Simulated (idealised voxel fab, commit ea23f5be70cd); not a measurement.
Herein follows the process module entitled voxel ribs on slabs.
The cross-section on display is named cut; it measures 190 nm wide, and its cells are 5 nm squares.
Cross-section layout: square cells on a grid; listed as bands, top to bottom; a band spans one or more cell rows. Heights first: top, then bottom, in nm. Then materials, left to right, each with a width in nm. "throughout" on a single material: fills the band edge to edge. "blank": empty space. Counting heights begins at 0, where everything beneath is, in the wafer as received, one material. The lowest band has no bottom; it goes on downwards, as "0 down" shows. Think of "30->40" as a width that walks from the first number to the second as you go down the band, top row to bottom row, taking equal-sized steps from row to row. Where a step carries "everything unchanged", the cross-section came out of it unchanged, cell for cell. "Completely enclosed voids" lists enclosed empty spaces (at least 8 cells, no open path upward to the top), each as width x height at distance from the left edge, in nm. after a step's settings: what the simulator itself notes on the step. overlay nm, on a step with a mask: how far to the right of its planned place the mask lay; to the left if negative.
Plan:
step 1: RECEIVE with material Si
step 2: DIRECTIONAL_DEP with material SiO2, thk nm 20
step 3: DIRECTIONAL_DEP with material polySi, thk nm 15
step 4: MASKED_ETCH with tone cover, mask id RIB, width nm 30, etch materials polySi, depth nm 5, overlay nm 0
step 5: DIRECTIONAL_DEP with material aC, thk nm 15
step 6: PATTERN with tone cover, mask id SLAB, material resist, width nm 70, thk nm 30, overlay nm 0
step 7: DIRECTIONAL_ETCH with etch materials aC, depth nm 15
step 8: STRIP with etch materials resist
step 9: DIRECTIONAL_ETCH with etch materials polySi, depth nm 10
step 10: STRIP with etch materials aC
step 11: FILL_DEP with material SiO2, thk nm 30
step 12: CMP with height nm 55
step 13: DIRECTIONAL_DEP with material W, thk nm 10
step 14: PATTERN with tone cover, mask id HEATER, material resist, width nm 40, thk nm 20, overlay nm 0
step 15: DIRECTIONAL_ETCH with etch materials W, depth nm 10
step 16: STRIP with etch materials resist
step 17: CONFORMAL_DEP with material SiN, thk nm 5
Below: the first of two wafers, run as planned:
Here's what the wafer looked like in cross-section when it arrived - that's after step 1:
0 down  Si throughout
Completely enclosed voids: none
Upon completion of step 2, the wafer appears in cross-section as shown:
20 to 0  SiO2 throughout
Unchanged below 0.
Upon completion of step 3, the wafer appears in cross-section as shown:
35 to 20  polySi throughout
Unchanged below 20.
Upon completion of step 4, the wafer appears in cross-section as shown:
35 to 30  80 of blank, then 30 of polySi, then 80 of blank
Unchanged below 30.
Upon completion of step 5, the wafer appears in cross-section as shown:
50 to 45  80 of blank, then 30 of aC, then 80 of blank
45 to 35  aC throughout
35 to 30  80 of aC, then 30 of polySi, then 80 of aC
Unchanged below 30.
Upon completion of step 6, the wafer appears in cross-section as shown:
80 to 50  60 of blank, then 70 of resist, then 60 of blank
50 to 45  60 of blank, then 20 of resist, then 30 of aC, then 20 of resist, then 60 of blank
Unchanged below 45.
Upon completion of step 7, the wafer appears in cross-section as shown:
65 to 50  60 of blank, then 70 of resist, then 60 of blank
50 to 45  60 of blank, then 20 of resist, then 30 of aC, then 20 of resist, then 60 of blank
45 to 35  60 of blank, then 70 of aC, then 60 of blank
35 to 30  60 of blank, then 20 of aC, then 30 of polySi, then 20 of aC, then 60 of blank
Unchanged below 30.
Upon completion of step 8, the wafer appears in cross-section as shown:
50 to 45  80 of blank, then 30 of aC, then 80 of blank
Unchanged below 45.
Upon completion of step 9, the wafer appears in cross-section as shown:
50 to 45  80 of blank, then 30 of aC, then 80 of blank
45 to 35  60 of blank, then 70 of aC, then 60 of blank
35 to 30  60 of blank, then 20 of aC, then 30 of polySi, then 20 of aC, then 60 of blank
30 to 20  60 of blank, then 70 of polySi, then 60 of blank
Unchanged below 20.
Upon completion of step 10, the wafer appears in cross-section as shown:
35 to 30  80 of blank, then 30 of polySi, then 80 of blank
Unchanged below 30.
Upon completion of step 11, the wafer appears in cross-section as shown:
65 to 35  SiO2 throughout
35 to 30  80 of SiO2, then 30 of polySi, then 80 of SiO2
30 to 20  60 of SiO2, then 70 of polySi, then 60 of SiO2
Unchanged below 20.
Upon completion of step 12, the wafer appears in cross-section as shown:
55 to 35  SiO2 throughout
Unchanged below 35.
Upon completion of step 13, the wafer appears in cross-section as shown:
65 to 55  W throughout
Unchanged below 55.
Upon completion of step 14, the wafer appears in cross-section as shown:
85 to 65  75 of blank, then 40 of resist, then 75 of blank
Unchanged below 65.
Upon completion of step 15, the wafer appears in cross-section as shown:
85 to 65  75 of blank, then 40 of resist, then 75 of blank
65 to 55  75 of blank, then 40 of W, then 75 of blank
Unchanged below 55.
Upon completion of step 16, the wafer appears in cross-section as shown:
65 to 55  75 of blank, then 40 of W, then 75 of blank
Unchanged below 55.
Upon completion of step 17, the wafer appears in cross-section as shown:
70 to 65  70 of blank, then 50 of SiN, then 70 of blank
65 to 60  70 of blank, then 5 of SiN, then 40 of W, then 5 of SiN, then 70 of blank
60 to 55  75 of SiN, then 40 of W, then 75 of SiN
Unchanged below 55.
Now the other wafer: same start, same recipe, but we messed up one thing when running it. Up to and including step 5 it's the same as the first one:
Cross-section of the second wafer when, according to plan, step 6 should have finished:
80 to 50  65 of blank, then 65 of resist, then 60 of blank
50 to 45  65 of blank, then 15 of resist, then 30 of aC, then 20 of resist, then 60 of blank
Unchanged below 45.
Cross-section of the second wafer when, according to plan, step 7 should have finished:
65 to 50  65 of blank, then 65 of resist, then 60 of blank
50 to 45  65 of blank, then 15 of resist, then 30 of aC, then 20 of resist, then 60 of blank
45 to 35  65 of blank, then 65 of aC, then 60 of blank
35 to 30  65 of blank, then 15 of aC, then 30 of polySi, then 20 of aC, then 60 of blank
Unchanged below 30.
Cross-section of the second wafer when, according to plan, step 8 should have finished:
50 to 45  80 of blank, then 30 of aC, then 80 of blank
Unchanged below 45.
Cross-section of the second wafer when, according to plan, step 9 should have finished:
50 to 45  80 of blank, then 30 of aC, then 80 of blank
45 to 35  65 of blank, then 65 of aC, then 60 of blank
35 to 30  65 of blank, then 15 of aC, then 30 of polySi, then 20 of aC, then 60 of blank
30 to 20  65 of blank, then 65 of polySi, then 60 of blank
Unchanged below 20.
Cross-section of the second wafer when, according to plan, step 10 should have finished:
35 to 30  80 of blank, then 30 of polySi, then 80 of blank
Unchanged below 30.
Cross-section of the second wafer when, according to plan, step 11 should have finished:
65 to 35  SiO2 throughout
35 to 30  80 of SiO2, then 30 of polySi, then 80 of SiO2
30 to 20  65 of SiO2, then 65 of polySi, then 60 of SiO2
Unchanged below 20.
Cross-section of the second wafer when, according to plan, step 12 should have finished:
55 to 35  SiO2 throughout
Unchanged below 35.
Cross-section of the second wafer when, according to plan, step 13 should have finished:
65 to 55  W throughout
Unchanged below 55.
Cross-section of the second wafer when, according to plan, step 14 should have finished:
85 to 65  75 of blank, then 40 of resist, then 75 of blank
Unchanged below 65.
Cross-section of the second wafer when, according to plan, step 15 should have finished:
85 to 65  75 of blank, then 40 of resist, then 75 of blank
65 to 55  75 of blank, then 40 of W, then 75 of blank
Unchanged below 55.
Cross-section of the second wafer when, according to plan, step 16 should have finished:
65 to 55  75 of blank, then 40 of W, then 75 of blank
Unchanged below 55.
Cross-section of the second wafer when, according to plan, step 17 should have finished:
70 to 65  70 of blank, then 50 of SiN, then 70 of blank
65 to 60  70 of blank, then 5 of SiN, then 40 of W, then 5 of SiN, then 70 of blank
60 to 55  75 of SiN, then 40 of W, then 75 of SiN
Unchanged below 55.
What was done differently from what was planned? step 6 ran as: PATTERN with tone cover, mask id SLAB, material resist, width nm 65, thk nm 30, overlay nm 0
Materials where the second wafer ends with more or fewer cells than the first: +2 SiO2; -2 polySi
